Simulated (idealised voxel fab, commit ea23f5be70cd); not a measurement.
The process module presented herein is designated voxel capacitor over wiring.
Square cells of 5 nm make up the cross-section cut, whose width is 230 nm.
Cross-section = grid of square cells, listed top down in bands; band = one or more rows.
For a band, the entry starts with two heights in nm, that of the top and then that of the bottom, and carries on with the band's materials in order from left to right, each alongside its width in nm; the word "full width" beside a single material means it fills the band edge to edge, and "blank" means empty space.
Beneath 0, the wafer as received is one material, and that level is where height counting begins. The lowest band goes on downward without a bottom; it is written like "z 0 and below".
A width given as "30 to 40" starts at the first number in the band's top row and ends at the second number in its bottom row, shifting by an equal amount at every step from row to row.
"everything unchanged", as given for a step, is the statement that not any cell of the cross-section underwent a change during that step.
The entry "Internal closed voids" lists the empty spaces that cover at least 8 cells and have no open path to the top. Each is written as width x height at distance, where the distance is measured from the left edge and all three values are in nm.
Where a step's line continues beyond its settings, the continuation is a remark by the simulator itself on that step.
overlay nm: on a step with a mask, how far right of its planned place the mask lay; negative means left.
The following list gives the planned process steps:
1) RECEIVE [material Si]
2) CONFORMAL_DEP [material SiO2] [thk nm 15]
3) DIRECTIONAL_DEP [material TiN] [thk nm 5]
4) DIRECTIONAL_DEP [material Ru] [thk nm 15]
5) PATTERN [tone cover] [mask id METAL_1] [material resist] [width nm 25] [pitch nm 80] [thk nm 20] [overlay nm 0]
6) DIRECTIONAL_ETCH [etch materials Ru] [depth nm 15]
7) DIRECTIONAL_ETCH [etch materials TiN] [depth nm 5]
8) STRIP [etch materials resist]
9) FILL_DEP [material lowk] [thk nm 10]
10) CMP [height nm 35]
11) CONFORMAL_DEP [material SiCN] [thk nm 5]
12) DIRECTIONAL_DEP [material lowk] [thk nm 20]
13) DIRECTIONAL_DEP [material aC] [thk nm 10]
14) PATTERN [tone open] [mask id PLUG_1] [material resist] [width nm 15] [thk nm 30] [overlay nm 0]
15) DIRECTIONAL_ETCH [etch materials aC] [depth nm 10]
16) STRIP [etch materials resist]
17) DIRECTIONAL_ETCH [etch materials lowk] [depth nm 20]
18) DIRECTIONAL_ETCH [etch materials SiCN] [depth nm 5]
19) STRIP [etch materials aC]
20) CONFORMAL_DEP [material TiN] [thk nm 5]
21) FILL_DEP [material Ru] [thk nm 5]
22) CMP [height nm 60]
23) DIRECTIONAL_DEP [material TiN] [thk nm 10]
24) DIRECTIONAL_DEP [material Al2O3] [thk nm 5]
25) DIRECTIONAL_DEP [material TiN] [thk nm 5]
26) MASKED_ETCH [tone cover] [mask id UPPER_PLATE] [width nm 60] [etch materials TiN] [depth nm 5] [overlay nm 0]
27) MASKED_ETCH [tone cover] [mask id UPPER_PLATE] [width nm 60] [etch materials Al2O3] [depth nm 5] [overlay nm 0]
28) MASKED_ETCH [tone cover] [mask id LOWER_PLATE] [width nm 70] [etch materials TiN] [depth nm 10] [overlay nm 0]
29) FILL_DEP [material SiO2] [thk nm 15]
30) CMP [height nm 90]
31) DIRECTIONAL_DEP [material aC] [thk nm 10]
32) PATTERN [tone open] [mask id PLUG_2] [material resist] [width nm 15] [thk nm 25] [overlay nm 0]
33) DIRECTIONAL_ETCH [etch materials aC] [depth nm 10]
34) STRIP [etch materials resist]
35) DIRECTIONAL_ETCH [etch materials SiO2] [depth nm 10]
36) STRIP [etch materials aC]
37) CONFORMAL_DEP [material TiN] [thk nm 5]
38) FILL_DEP [material Ru] [thk nm 5]
39) CMP [height nm 90]
40) CONFORMAL_DEP [material SiCN] [thk nm 5]
The first of a set of two wafers, run to plan:
Here's what the wafer looked like in cross-section when it arrived - that's after step 1:
- z 0 and below: Si full width
- Internal closed voids: none
Cross-section through the wafer, step 2 finished:
- z 15 to 0: SiO2 full width
- All layers under 0 are left as they were.
Cross-section through the wafer, step 3 finished:
- z 20 to 15: TiN full width
- All layers under 15 are left as they were.
Cross-section through the wafer, step 4 finished:
- z 35 to 20: Ru full width
- All layers under 20 are left as they were.
Cross-section through the wafer, step 5 finished:
- z 55 to 35: blank (60)  resist (25)  blank (55)  resist (25)  blank (65)
- All layers under 35 are left as they were.
Cross-section through the wafer, step 6 finished:
- z 55 to 35: blank (60)  resist (25)  blank (55)  resist (25)  blank (65)
- z 35 to 20: blank (60)  Ru (25)  blank (55)  Ru (25)  blank (65)
- All layers under 20 are left as they were.
Cross-section through the wafer, step 7 finished:
- z 55 to 35: blank (60)  resist (25)  blank (55)  resist (25)  blank (65)
- z 35 to 20: blank (60)  Ru (25)  blank (55)  Ru (25)  blank (65)
- z 20 to 15: blank (60)  TiN (25)  blank (55)  TiN (25)  blank (65)
- All layers under 15 are left as they were.
Cross-section through the wafer, step 8 finished:
- z 35 to 20: blank (60)  Ru (25)  blank (55)  Ru (25)  blank (65)
- All layers under 20 are left as they were.
Cross-section through the wafer, step 9 finished:
- z 45 to 35: lowk full width
- z 35 to 20: lowk (60)  Ru (25)  lowk (55)  Ru (25)  lowk (65)
- z 20 to 15: lowk (60)  TiN (25)  lowk (55)  TiN (25)  lowk (65)
- All layers under 15 are left as they were.
Cross-section through the wafer, step 10 finished:
- z 35 to 20: lowk (60)  Ru (25)  lowk (55)  Ru (25)  lowk (65)
- All layers under 20 are left as they were.
Cross-section through the wafer, step 11 finished:
- z 40 to 35: SiCN full width
- All layers under 35 are left as they were.
Cross-section through the wafer, step 12 finished:
- z 60 to 40: lowk full width
- All layers under 40 are left as they were.
Cross-section through the wafer, step 13 finished:
- z 70 to 60: aC full width
- All layers under 60 are left as they were.
Cross-section through the wafer, step 14 finished:
- z 100 to 70: resist (70)  blank (15)  resist (145)
- All layers under 70 are left as they were.
Cross-section through the wafer, step 15 finished:
- z 90 to 70: resist (70)  blank (15)  resist (145)
- z 70 to 60: aC (70)  blank (15)  aC (145)
- All layers under 60 are left as they were.
Cross-section through the wafer, step 16 finished:
- z 70 to 60: aC (70)  blank (15)  aC (145)
- All layers under 60 are left as they were.
Cross-section through the wafer, step 17 finished:
- z 70 to 60: aC (70)  blank (15)  aC (145)
- z 60 to 40: lowk (70)  blank (15)  lowk (145)
- All layers under 40 are left as they were.
Cross-section through the wafer, step 18 finished:
- z 70 to 60: aC (70)  blank (15)  aC (145)
- z 60 to 40: lowk (70)  blank (15)  lowk (145)
- z 40 to 35: SiCN (70)  blank (15)  SiCN (145)
- All layers under 35 are left as they were.
Cross-section through the wafer, step 19 finished:
- z 60 to 40: lowk (70)  blank (15)  lowk (145)
- All layers under 40 are left as they were.
Cross-section through the wafer, step 20 finished:
- z 65 to 60: TiN (75)  blank (5)  TiN (150)
- z 60 to 40: lowk (70)  TiN (5)  blank (5)  TiN (5)  lowk (145)
- z 40 to 35: SiCN (70)  TiN (15)  SiCN (145)
- All layers under 35 are left as they were.
Cross-section through the wafer, step 21 finished:
- z 70 to 65: Ru full width
- z 65 to 60: TiN (75)  Ru (5)  TiN (150)
- z 60 to 40: lowk (70)  TiN (5)  Ru (5)  TiN (5)  lowk (145)
- All layers under 40 are left as they were.
Cross-section through the wafer, step 22 finished:
- z 60 to 40: lowk (70)  TiN (5)  Ru (5)  TiN (5)  lowk (145)
- All layers under 40 are left as they were.
Cross-section through the wafer, step 23 finished:
- z 70 to 60: TiN full width
- All layers under 60 are left as they were.
Cross-section through the wafer, step 24 finished:
- z 75 to 70: Al2O3 full width
- All layers under 70 are left as they were.
Cross-section through the wafer, step 25 finished:
- z 80 to 75: TiN full width
- All layers under 75 are left as they were.
Cross-section through the wafer, step 26 finished:
- z 80 to 75: blank (70)  TiN (60)  blank (100)
- All layers under 75 are left as they were.
Cross-section through the wafer, step 27 finished:
- z 80 to 75: blank (70)  TiN (60)  blank (100)
- z 75 to 70: blank (70)  Al2O3 (60)  blank (100)
- All layers under 70 are left as they were.
Cross-section through the wafer, step 28 finished:
- z 80 to 75: blank (70)  TiN (60)  blank (100)
- z 75 to 70: blank (70)  Al2O3 (60)  blank (100)
- z 70 to 60: blank (65)  TiN (70)  blank (95)
- All layers under 60 are left as they were.
Cross-section through the wafer, step 29 finished:
- z 95 to 80: SiO2 full width
- z 80 to 75: SiO2 (70)  TiN (60)  SiO2 (100)
- z 75 to 70: SiO2 (70)  Al2O3 (60)  SiO2 (100)
- z 70 to 60: SiO2 (65)  TiN (70)  SiO2 (95)
- All layers under 60 are left as they were.
Cross-section through the wafer, step 30 finished:
- z 90 to 80: SiO2 full width
- All layers under 80 are left as they were.
Cross-section through the wafer, step 31 finished:
- z 100 to 90: aC full width
- All layers under 90 are left as they were.
Cross-section through the wafer, step 32 finished:
- z 125 to 100: resist (80)  blank (15)  resist (135)
- All layers under 100 are left as they were.
Cross-section through the wafer, step 33 finished:
- z 115 to 100: resist (80)  blank (15)  resist (135)
- z 100 to 90: aC (80)  blank (15)  aC (135)
- All layers under 90 are left as they were.
Cross-section through the wafer, step 34 finished:
- z 100 to 90: aC (80)  blank (15)  aC (135)
- All layers under 90 are left as they were.
Cross-section through the wafer, step 35 finished:
- z 100 to 90: aC (80)  blank (15)  aC (135)
- z 90 to 80: SiO2 (80)  blank (15)  SiO2 (135)
- All layers under 80 are left as they were.
Cross-section through the wafer, step 36 finished:
- z 90 to 80: SiO2 (80)  blank (15)  SiO2 (135)
- All layers under 80 are left as they were.
Cross-section through the wafer, step 37 finished:
- z 95 to 90: TiN (85)  blank (5)  TiN (140)
- z 90 to 85: SiO2 (80)  TiN (5)  blank (5)  TiN (5)  SiO2 (135)
- z 85 to 75: SiO2 (80 to 70)  TiN (15 to 60)  SiO2 (135 to 100)
- All layers under 75 are left as they were.
Cross-section through the wafer, step 38 finished:
- z 100 to 95: Ru full width
- z 95 to 90: TiN (85)  Ru (5)  TiN (140)
- z 90 to 85: SiO2 (80)  TiN (5)  Ru (5)  TiN (5)  SiO2 (135)
- All layers under 85 are left as they were.
Cross-section through the wafer, step 39 finished:
- z 90 to 85: SiO2 (80)  TiN (5)  Ru (5)  TiN (5)  SiO2 (135)
- All layers under 85 are left as they were.
Cross-section through the wafer, step 40 finished:
- z 95 to 90: SiCN full width
- All layers under 90 are left as they were.
Second wafer. Start and plan as for the first. One mistake made in running. Agrees with the first up to and including step 13:
Cross-section of the second wafer at the time by which step 14 should have been completed according to the plan:
- z 100 to 70: blank (70)  resist (15)  blank (145)
- All layers under 70 are left as they were.
Cross-section of the second wafer at the time by which step 15 should have been completed according to the plan:
- z 90 to 70: blank (70)  resist (15)  blank (145)
- z 70 to 60: blank (70)  aC (15)  blank (145)
- All layers under 60 are left as they were.
Cross-section of the second wafer at the time by which step 16 should have been completed according to the plan:
- z 70 to 60: blank (70)  aC (15)  blank (145)
- All layers under 60 are left as they were.
Cross-section of the second wafer at the time by which step 17 should have been completed according to the plan:
- z 70 to 60: blank (70)  aC (15)  blank (145)
- z 60 to 40: blank (70)  lowk (15)  blank (145)
- All layers under 40 are left as they were.
Cross-section of the second wafer at the time by which step 18 should have been completed according to the plan:
- z 70 to 60: blank (70)  aC (15)  blank (145)
- z 60 to 40: blank (70)  lowk (15)  blank (145)
- z 40 to 35: blank (70)  SiCN (15)  blank (145)
- All layers under 35 are left as they were.
Cross-section of the second wafer at the time by which step 19 should have been completed according to the plan:
- z 60 to 40: blank (70)  lowk (15)  blank (145)
- All layers under 40 are left as they were.
Cross-section of the second wafer at the time by which step 20 should have been completed according to the plan:
- z 65 to 60: blank (65)  TiN (25)  blank (140)
- z 60 to 40: blank (65)  TiN (5)  lowk (15)  TiN (5)  blank (140)
- z 40 to 35: TiN (70)  SiCN (15)  TiN (145)
- All layers under 35 are left as they were.
Cross-section of the second wafer at the time by which step 21 should have been completed according to the plan:
- z 70 to 65: Ru full width
- z 65 to 60: Ru (65)  TiN (25)  Ru (140)
- z 60 to 40: Ru (65)  TiN (5)  lowk (15)  TiN (5)  Ru (140)
- All layers under 40 are left as they were.
Cross-section of the second wafer at the time by which step 22 should have been completed according to the plan:
- z 60 to 40: Ru (65)  TiN (5)  lowk (15)  TiN (5)  Ru (140)
- All layers under 40 are left as they were.
Cross-section of the second wafer at the time by which step 23 should have been completed according to the plan:
- z 70 to 60: TiN full width
- All layers under 60 are left as they were.
Cross-section of the second wafer at the time by which step 24 should have been completed according to the plan:
- z 75 to 70: Al2O3 full width
- All layers under 70 are left as they were.
Cross-section of the second wafer at the time by which step 25 should have been completed according to the plan:
- z 80 to 75: TiN full width
- All layers under 75 are left as they were.
Cross-section of the second wafer at the time by which step 26 should have been completed according to the plan:
- z 80 to 75: blank (70)  TiN (60)  blank (100)
- All layers under 75 are left as they were.
Cross-section of the second wafer at the time by which step 27 should have been completed according to the plan:
- z 80 to 75: blank (70)  TiN (60)  blank (100)
- z 75 to 70: blank (70)  Al2O3 (60)  blank (100)
- All layers under 70 are left as they were.
Cross-section of the second wafer at the time by which step 28 should have been completed according to the plan:
- z 80 to 75: blank (70)  TiN (60)  blank (100)
- z 75 to 70: blank (70)  Al2O3 (60)  blank (100)
- z 70 to 60: blank (65)  TiN (70)  blank (95)
- All layers under 60 are left as they were.
Cross-section of the second wafer at the time by which step 29 should have been completed according to the plan:
- z 95 to 80: SiO2 full width
- z 80 to 75: SiO2 (70)  TiN (60)  SiO2 (100)
- z 75 to 70: SiO2 (70)  Al2O3 (60)  SiO2 (100)
- z 70 to 60: SiO2 (65)  TiN (70)  SiO2 (95)
- All layers under 60 are left as they were.
Cross-section of the second wafer at the time by which step 30 should have been completed according to the plan:
- z 90 to 80: SiO2 full width
- All layers under 80 are left as they were.
Cross-section of the second wafer at the time by which step 31 should have been completed according to the plan:
- z 100 to 90: aC full width
- All layers under 90 are left as they were.
Cross-section of the second wafer at the time by which step 32 should have been completed according to the plan:
- z 125 to 100: resist (80)  blank (15)  resist (135)
- All layers under 100 are left as they were.
Cross-section of the second wafer at the time by which step 33 should have been completed according to the plan:
- z 115 to 100: resist (80)  blank (15)  resist (135)
- z 100 to 90: aC (80)  blank (15)  aC (135)
- All layers under 90 are left as they were.
Cross-section of the second wafer at the time by which step 34 should have been completed according to the plan:
- z 100 to 90: aC (80)  blank (15)  aC (135)
- All layers under 90 are left as they were.
Cross-section of the second wafer at the time by which step 35 should have been completed according to the plan:
- z 100 to 90: aC (80)  blank (15)  aC (135)
- z 90 to 80: SiO2 (80)  blank (15)  SiO2 (135)
- All layers under 80 are left as they were.
Cross-section of the second wafer at the time by which step 36 should have been completed according to the plan:
- z 90 to 80: SiO2 (80)  blank (15)  SiO2 (135)
- All layers under 80 are left as they were.
Cross-section of the second wafer at the time by which step 37 should have been completed according to the plan:
- z 95 to 90: TiN (85)  blank (5)  TiN (140)
- z 90 to 85: SiO2 (80)  TiN (5)  blank (5)  TiN (5)  SiO2 (135)
- z 85 to 75: SiO2 (80 to 70)  TiN (15 to 60)  SiO2 (135 to 100)
- All layers under 75 are left as they were.
Cross-section of the second wafer at the time by which step 38 should have been completed according to the plan:
- z 100 to 95: Ru full width
- z 95 to 90: TiN (85)  Ru (5)  TiN (140)
- z 90 to 85: SiO2 (80)  TiN (5)  Ru (5)  TiN (5)  SiO2 (135)
- All layers under 85 are left as they were.
Cross-section of the second wafer at the time by which step 39 should have been completed according to the plan:
- z 90 to 85: SiO2 (80)  TiN (5)  Ru (5)  TiN (5)  SiO2 (135)
- All layers under 85 are left as they were.
Cross-section of the second wafer at the time by which step 40 should have been completed according to the plan:
- z 95 to 90: SiCN full width
- All layers under 90 are left as they were.
Nonconformance to the process plan: step 14 off recipe, ran as PATTERN [tone cover] [mask id PLUG_1] [material resist] [width nm 15] [thk nm 30] [overlay nm 0]
Upon completion, the second wafer contains, in terms of cells, a greater or smaller amount of certain materials than the first wafer: Ru: 160 more | SiCN: 40 fewer | TiN: 40 more | lowk: 160 fewer
